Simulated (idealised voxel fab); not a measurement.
Process module under the name voxel self aligned contacts
Section cut is 205 nm wide and gridded with 5 nm square cells.
Throughout this document, each cross-section is represented as a grid of square cells and is presented as a sequence of bands enumerated from the top downward, where a band comprises one or more rows of cells. Per band: top height and bottom height in nm, followed by the left-to-right materials and their widths in nm; "all across" marks a single material spanning edge to edge, "blank" marks empty space. Heights are measured from 0, the level below which the as-received wafer is all one material; the lowest band has no bottom and continues downward, written as in "z 0 and below". Width spec "30..40" -> top row of cells at first value, bottom row at second value, equal per-row change in between. No cell of the cross-section changed in a step that is given as "no modification". In "Voids lacking openings" the enclosed voids are listed, meaning empty spaces of 8 cells or larger without any opening to the top. The form is width x height at distance, distance from the left edge, units nm. The remark found on a step's line after its settings is issued by the simulator itself and pertains to that step. "overlay nm", when on a step's line for a step with a mask, measures how far to the right of its planned place the mask lay; a negative measure means to the left.
Planned process steps
step 1: RECEIVE | material Si
step 2: OXIDIZE | depth nm 5
step 3: DIRECTIONAL_DEP | material polySi | thk nm 20
step 4: DIRECTIONAL_DEP | material SiN | thk nm 25
step 5: MASKED_ETCH | tone cover | mask id GATE | width nm 30 | pitch nm 65 | etch materials SiN | depth nm 25 | overlay nm 0
step 6: MASKED_ETCH | tone cover | mask id GATE | width nm 30 | pitch nm 65 | etch materials polySi | depth nm 20 | overlay nm 0
step 7: CONFORMAL_DEP | material SiN | thk nm 10
step 8: DIRECTIONAL_ETCH | etch materials SiN | depth nm 10
step 9: FILL_DEP | material SiO2 | thk nm 20
step 10: CMP | height nm 55
step 11: DIRECTIONAL_DEP | material aC | thk nm 15
step 12: PATTERN | tone open | mask id CONTACT | material resist | width nm 45 | thk nm 30 | overlay nm 0
step 13: DIRECTIONAL_ETCH | etch materials aC | depth nm 15
step 14: STRIP | etch materials resist
step 15: DIRECTIONAL_ETCH | etch materials SiO2 | depth nm 60
step 16: STRIP | etch materials aC
step 17: CONFORMAL_DEP | material TiN | thk nm 5
step 18: FILL_DEP | material Ru | thk nm 5
step 19: CMP | height nm 55
step 20: CONFORMAL_DEP | material SiCN | thk nm 5
First of two wafers, processed according to plan
Incoming wafer in cross-section (state: after step 1)
> z 0 and below | Si all across
> Voids lacking openings: none
after step 2
> z 0 to -5 | SiO2 all across
> Nothing below the height -5 has changed.
after step 3
> z 20 to 0 | polySi all across
> Nothing below the height 0 has changed.
after step 4
> z 45 to 20 | SiN all across
> Nothing below the height 20 has changed.
after step 5
> z 45 to 20 | blank 55 nm, SiN 30 nm, blank 35 nm, SiN 30 nm, blank 55 nm
> Nothing below the height 20 has changed.
after step 6
> z 45 to 20 | blank 55 nm, SiN 30 nm, blank 35 nm, SiN 30 nm, blank 55 nm
> z 20 to 0 | blank 55 nm, polySi 30 nm, blank 35 nm, polySi 30 nm, blank 55 nm
> Nothing below the height 0 has changed.
after step 7
> z 55 to 20 | blank 45 nm, SiN 50 nm, blank 15 nm, SiN 50 nm, blank 45 nm
> z 20 to 10 | blank 45 nm, SiN 10 nm, polySi 30 nm, SiN 10 nm, blank 15 nm, SiN 10 nm, polySi 30 nm, SiN 10 nm, blank 45 nm
> z 10 to 0 | SiN 55 nm, polySi 30 nm, SiN 35 nm, polySi 30 nm, SiN 55 nm
> Nothing below the height 0 has changed.
after step 8
> z 45 to 20 | blank 45 nm, SiN 50 nm, blank 15 nm, SiN 50 nm, blank 45 nm
> z 20 to 0 | blank 45 nm, SiN 10 nm, polySi 30 nm, SiN 10 nm, blank 15 nm, SiN 10 nm, polySi 30 nm, SiN 10 nm, blank 45 nm
> Nothing below the height 0 has changed.
after step 9
> z 65 to 45 | SiO2 all across
> z 45 to 20 | SiO2 45 nm, SiN 50 nm, SiO2 15 nm, SiN 50 nm, SiO2 45 nm
> z 20 to 0 | SiO2 45 nm, SiN 10 nm, polySi 30 nm, SiN 10 nm, SiO2 15 nm, SiN 10 nm, polySi 30 nm, SiN 10 nm, SiO2 45 nm
> Nothing below the height 0 has changed.
after step 10
> z 55 to 45 | SiO2 all across
> Nothing below the height 45 has changed.
after step 11
> z 70 to 55 | aC all across
> Nothing below the height 55 has changed.
after step 12
> z 100 to 70 | resist 80 nm, blank 45 nm, resist 80 nm
> Nothing below the height 70 has changed.
after step 13
> z 85 to 70 | resist 80 nm, blank 45 nm, resist 80 nm
> z 70 to 55 | aC 80 nm, blank 45 nm, aC 80 nm
> Nothing below the height 55 has changed.
after step 14
> z 70 to 55 | aC 80 nm, blank 45 nm, aC 80 nm
> Nothing below the height 55 has changed.
after step 15
> z 70 to 55 | aC 80 nm, blank 45 nm, aC 80 nm
> z 55 to 45 | SiO2 80 nm, blank 45 nm, SiO2 80 nm
> z 45 to 20 | SiO2 45 nm, SiN 50 nm, blank 15 nm, SiN 50 nm, SiO2 45 nm
> z 20 to 0 | SiO2 45 nm, SiN 10 nm, polySi 30 nm, SiN 10 nm, blank 15 nm, SiN 10 nm, polySi 30 nm, SiN 10 nm, SiO2 45 nm
> z 0 to -5 | SiO2 95 nm, blank 15 nm, SiO2 95 nm
> Nothing below the height -5 has changed.
after step 16
> z 55 to 45 | SiO2 80 nm, blank 45 nm, SiO2 80 nm
> Nothing below the height 45 has changed.
after step 17
> z 60 to 55 | TiN 85 nm, blank 35 nm, TiN 85 nm
> z 55 to 45 | SiO2 80 nm, TiN 5..20 nm, blank 35..5 nm, TiN 5..20 nm, SiO2 80 nm
> z 45 to 20 | SiO2 45 nm, SiN 50 nm, TiN 5 nm, blank 5 nm, TiN 5 nm, SiN 50 nm, SiO2 45 nm
> z 20 to 0 | SiO2 45 nm, SiN 10 nm, polySi 30 nm, SiN 10 nm, TiN 5 nm, blank 5 nm, TiN 5 nm, SiN 10 nm, polySi 30 nm, SiN 10 nm, SiO2 45 nm
> z 0 to -5 | SiO2 95 nm, TiN 15 nm, SiO2 95 nm
> Nothing below the height -5 has changed.
after step 18
> z 65 to 60 | Ru all across
> z 60 to 55 | TiN 85 nm, Ru 35 nm, TiN 85 nm
> z 55 to 45 | SiO2 80 nm, TiN 5..20 nm, Ru 35..5 nm, TiN 5..20 nm, SiO2 80 nm
> z 45 to 20 | SiO2 45 nm, SiN 50 nm, TiN 5 nm, Ru 5 nm, TiN 5 nm, SiN 50 nm, SiO2 45 nm
> z 20 to 0 | SiO2 45 nm, SiN 10 nm, polySi 30 nm, SiN 10 nm, TiN 5 nm, Ru 5 nm, TiN 5 nm, SiN 10 nm, polySi 30 nm, SiN 10 nm, SiO2 45 nm
> Nothing below the height 0 has changed.
after step 19
> z 55 to 45 | SiO2 80 nm, TiN 5..20 nm, Ru 35..5 nm, TiN 5..20 nm, SiO2 80 nm
> Nothing below the height 45 has changed.
after step 20
> z 60 to 55 | SiCN all across
> Nothing below the height 55 has changed.
Second wafer - shared start and plan with the first - one error in running - same as the first up to step 4 inclusive
Cross-section of the second wafer at the time by which step 5 should have been completed according to the plan
> z 45 to 20 | blank 60 nm, SiN 25 nm, blank 40 nm, SiN 25 nm, blank 55 nm
> Nothing below the height 20 has changed.
Cross-section of the second wafer at the time by which step 6 should have been completed according to the plan
> z 45 to 20 | blank 60 nm, SiN 25 nm, blank 40 nm, SiN 25 nm, blank 55 nm
> z 20 to 0 | blank 55 nm, polySi 30 nm, blank 35 nm, polySi 30 nm, blank 55 nm
> Nothing below the height 0 has changed.
Cross-section of the second wafer at the time by which step 7 should have been completed according to the plan
> z 55 to 30 | blank 50 nm, SiN 45 nm, blank 20 nm, SiN 45 nm, blank 45 nm
> z 30 to 20 | blank 45 nm, SiN 50 nm, blank 15 nm, SiN 50 nm, blank 45 nm
> z 20 to 10 | blank 45 nm, SiN 10 nm, polySi 30 nm, SiN 10 nm, blank 15 nm, SiN 10 nm, polySi 30 nm, SiN 10 nm, blank 45 nm
> z 10 to 0 | SiN 55 nm, polySi 30 nm, SiN 35 nm, polySi 30 nm, SiN 55 nm
> Nothing below the height 0 has changed.
Cross-section of the second wafer at the time by which step 8 should have been completed according to the plan
> z 45 to 20 | blank 50 nm, SiN 45 nm, blank 20 nm, SiN 45 nm, blank 45 nm
> z 20 to 0 | blank 45 nm, SiN 10 nm, polySi 30 nm, SiN 10 nm, blank 15 nm, SiN 10 nm, polySi 30 nm, SiN 10 nm, blank 45 nm
> Nothing below the height 0 has changed.
Cross-section of the second wafer at the time by which step 9 should have been completed according to the plan
> z 65 to 45 | SiO2 all across
> z 45 to 20 | SiO2 50 nm, SiN 45 nm, SiO2 20 nm, SiN 45 nm, SiO2 45 nm
> z 20 to 0 | SiO2 45 nm, SiN 10 nm, polySi 30 nm, SiN 10 nm, SiO2 15 nm, SiN 10 nm, polySi 30 nm, SiN 10 nm, SiO2 45 nm
> Nothing below the height 0 has changed.
Cross-section of the second wafer at the time by which step 10 should have been completed according to the plan
> z 55 to 45 | SiO2 all across
> Nothing below the height 45 has changed.
Cross-section of the second wafer at the time by which step 11 should have been completed according to the plan
> z 70 to 55 | aC all across
> Nothing below the height 55 has changed.
Cross-section of the second wafer at the time by which step 12 should have been completed according to the plan
> z 100 to 70 | resist 80 nm, blank 45 nm, resist 80 nm
> Nothing below the height 70 has changed.
Cross-section of the second wafer at the time by which step 13 should have been completed according to the plan
> z 85 to 70 | resist 80 nm, blank 45 nm, resist 80 nm
> z 70 to 55 | aC 80 nm, blank 45 nm, aC 80 nm
> Nothing below the height 55 has changed.
Cross-section of the second wafer at the time by which step 14 should have been completed according to the plan
> z 70 to 55 | aC 80 nm, blank 45 nm, aC 80 nm
> Nothing below the height 55 has changed.
Cross-section of the second wafer at the time by which step 15 should have been completed according to the plan
> z 70 to 55 | aC 80 nm, blank 45 nm, aC 80 nm
> z 55 to 45 | SiO2 80 nm, blank 45 nm, SiO2 80 nm
> z 45 to 20 | SiO2 50 nm, SiN 45 nm, blank 20 nm, SiN 45 nm, SiO2 45 nm
> z 20 to 0 | SiO2 45 nm, SiN 10 nm, polySi 30 nm, SiN 10 nm, blank 15 nm, SiN 10 nm, polySi 30 nm, SiN 10 nm, SiO2 45 nm
> z 0 to -5 | SiO2 95 nm, blank 15 nm, SiO2 95 nm
> Nothing below the height -5 has changed.
Cross-section of the second wafer at the time by which step 16 should have been completed according to the plan
> z 55 to 45 | SiO2 80 nm, blank 45 nm, SiO2 80 nm
> Nothing below the height 45 has changed.
Cross-section of the second wafer at the time by which step 17 should have been completed according to the plan
> z 60 to 55 | TiN 85 nm, blank 35 nm, TiN 85 nm
> z 55 to 45 | SiO2 80 nm, TiN 5..20 nm, blank 35..10 nm, TiN 5..15 nm, SiO2 80 nm
> z 45 to 25 | SiO2 50 nm, SiN 45 nm, TiN 5 nm, blank 10 nm, TiN 5 nm, SiN 45 nm, SiO2 45 nm
> z 25 to 20 | SiO2 50 nm, SiN 45 nm, TiN 5 nm, blank 5 nm, TiN 10 nm, SiN 45 nm, SiO2 45 nm
> z 20 to 0 | SiO2 45 nm, SiN 10 nm, polySi 30 nm, SiN 10 nm, TiN 5 nm, blank 5 nm, TiN 5 nm, SiN 10 nm, polySi 30 nm, SiN 10 nm, SiO2 45 nm
> z 0 to -5 | SiO2 95 nm, TiN 15 nm, SiO2 95 nm
> Nothing below the height -5 has changed.
Cross-section of the second wafer at the time by which step 18 should have been completed according to the plan
> z 65 to 60 | Ru all across
> z 60 to 55 | TiN 85 nm, Ru 35 nm, TiN 85 nm
> z 55 to 45 | SiO2 80 nm, TiN 5..20 nm, Ru 35..10 nm, TiN 5..15 nm, SiO2 80 nm
> z 45 to 25 | SiO2 50 nm, SiN 45 nm, TiN 5 nm, Ru 10 nm, TiN 5 nm, SiN 45 nm, SiO2 45 nm
> z 25 to 20 | SiO2 50 nm, SiN 45 nm, TiN 5 nm, Ru 5 nm, TiN 10 nm, SiN 45 nm, SiO2 45 nm
> z 20 to 0 | SiO2 45 nm, SiN 10 nm, polySi 30 nm, SiN 10 nm, TiN 5 nm, Ru 5 nm, TiN 5 nm, SiN 10 nm, polySi 30 nm, SiN 10 nm, SiO2 45 nm
> Nothing below the height 0 has changed.
Cross-section of the second wafer at the time by which step 19 should have been completed according to the plan
> z 55 to 45 | SiO2 80 nm, TiN 5..20 nm, Ru 35..10 nm, TiN 5..15 nm, SiO2 80 nm
> Nothing below the height 45 has changed.
Cross-section of the second wafer at the time by which step 20 should have been completed according to the plan
> z 60 to 55 | SiCN all across
> Nothing below the height 55 has changed.
Short version of what went wrong: step 5 did not use the planned setting and instead ran as MASKED_ETCH | tone cover | mask id GATE | width nm 25 | pitch nm 65 | etch materials SiN | depth nm 25 | overlay nm 0
FYI, end of process, the second wafer has more or fewer cells of some materials than the first: +5 Ru, -10 SiN, +5 SiO2
